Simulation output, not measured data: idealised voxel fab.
process module | voxel gate over fins
cross-section cut | 155 nm wide | cells 5 nm
A cross-section is a grid of square cells, given in bands from the top down. A band is one or more rows of cells.
Each band's line starts with the height of the band's top and of its bottom, in nm. Then come its materials from left to right, each with its width in nm. One material with "throughout" fills the band from edge to edge. "air" is empty space.
Height 0 is the level under which the wafer as received is all one material. The lowest band goes on downwards, as in "0 down".
A width such as "30 to 40" changes by the same amount from each row of cells to the next, from the band's top row to its bottom row.
"no change" after a step means that no cell of the cross-section changed.
closed voids: empty space of 8 cells or more with no open way to the top, each as width x height at its distance from the left edge, in nm
after a step's settings: what the simulator itself notes on the step
overlay nm, on a step with a mask: how far to the right of its planned place the mask lay; to the left if negative
plan
1 op RECEIVE | material Si
2 op CONFORMAL_DEP | material SiN | thk nm 10
3 op MASKED_ETCH | tone cover | mask id FINS | width nm 15 | pitch nm 55 | etch materials SiN | depth nm 10 | overlay nm 0
4 op MASKED_ETCH | tone cover | mask id FINS | width nm 15 | pitch nm 55 | etch materials Si | depth nm 35 | overlay nm 0
5 op FILL_DEP | material SiO2 | thk nm 15
6 op CMP | height nm 10
7 op DIRECTIONAL_DEP | material aC | thk nm 10
8 op PATTERN | tone open | mask id RAIL | material resist | width nm 15 | thk nm 25 | overlay nm -15
9 op DIRECTIONAL_ETCH | etch materials aC | depth nm 10
10 op STRIP | etch materials resist
11 op DIRECTIONAL_ETCH | etch materials SiO2 | depth nm 40
12 op STRIP | etch materials aC
13 op CONFORMAL_DEP | material TiN | thk nm 5
14 op FILL_DEP | material Ru | thk nm 10
15 op CMP | height nm 10
16 op SELECTIVE_ETCH | etch materials W Ru TiN | depth nm 30
17 op FILL_DEP | material SiO2 | thk nm 5
18 op CMP | height nm 10
19 op SELECTIVE_ETCH | etch materials SiO2 | depth nm 25
20 op STRIP | etch materials SiN
21 op CONFORMAL_DEP | material HfO2 | thk nm 5
22 op CONFORMAL_DEP | material TiN | thk nm 5
23 op CONFORMAL_DEP | material TiAl | thk nm 5
24 op CONFORMAL_DEP | material TiN | thk nm 5
25 op FILL_DEP | material W | thk nm 10
26 op CMP | height nm 25
27 op CONFORMAL_DEP | material SiCN | thk nm 10
varied across the wafers: overlay nm of step 8. The plan shows the first wafer's value. All wafers start alike
first wafer as received, after step 1
  0 down: Si throughout
  closed voids: none
each wafer at the end: cells of each material gained (+) or lost (-) since it was received, then its closed voids
overlay nm -15 | +49 HfO2 | -154 Si | +62 SiCN | +84 SiO2 | +49 TiAl | +96 TiN | +31 W | closed voids: none
overlay nm -10 | +49 HfO2 | +1 Ru | -154 Si | +62 SiCN | +82 SiO2 | +49 TiAl | +97 TiN | +31 W | closed voids: none
overlay nm -5 | +49 HfO2 | +1 Ru | -154 Si | +62 SiCN | +82 SiO2 | +49 TiAl | +97 TiN | +31 W | closed voids: none
overlay nm 0 | +49 HfO2 | +1 Ru | -154 Si | +62 SiCN | +82 SiO2 | +49 TiAl | +97 TiN | +31 W | closed voids: none
overlay nm 5 | +49 HfO2 | +1 Ru | -154 Si | +62 SiCN | +82 SiO2 | +49 TiAl | +97 TiN | +31 W | closed voids: none
overlay nm 10 | +49 HfO2 | +1 Ru | -154 Si | +62 SiCN | +82 SiO2 | +49 TiAl | +97 TiN | +31 W | closed voids: none
overlay nm 15 | +49 HfO2 | +1 Ru | -154 Si | +62 SiCN | +82 SiO2 | +49 TiAl | +97 TiN | +31 W | closed voids: none
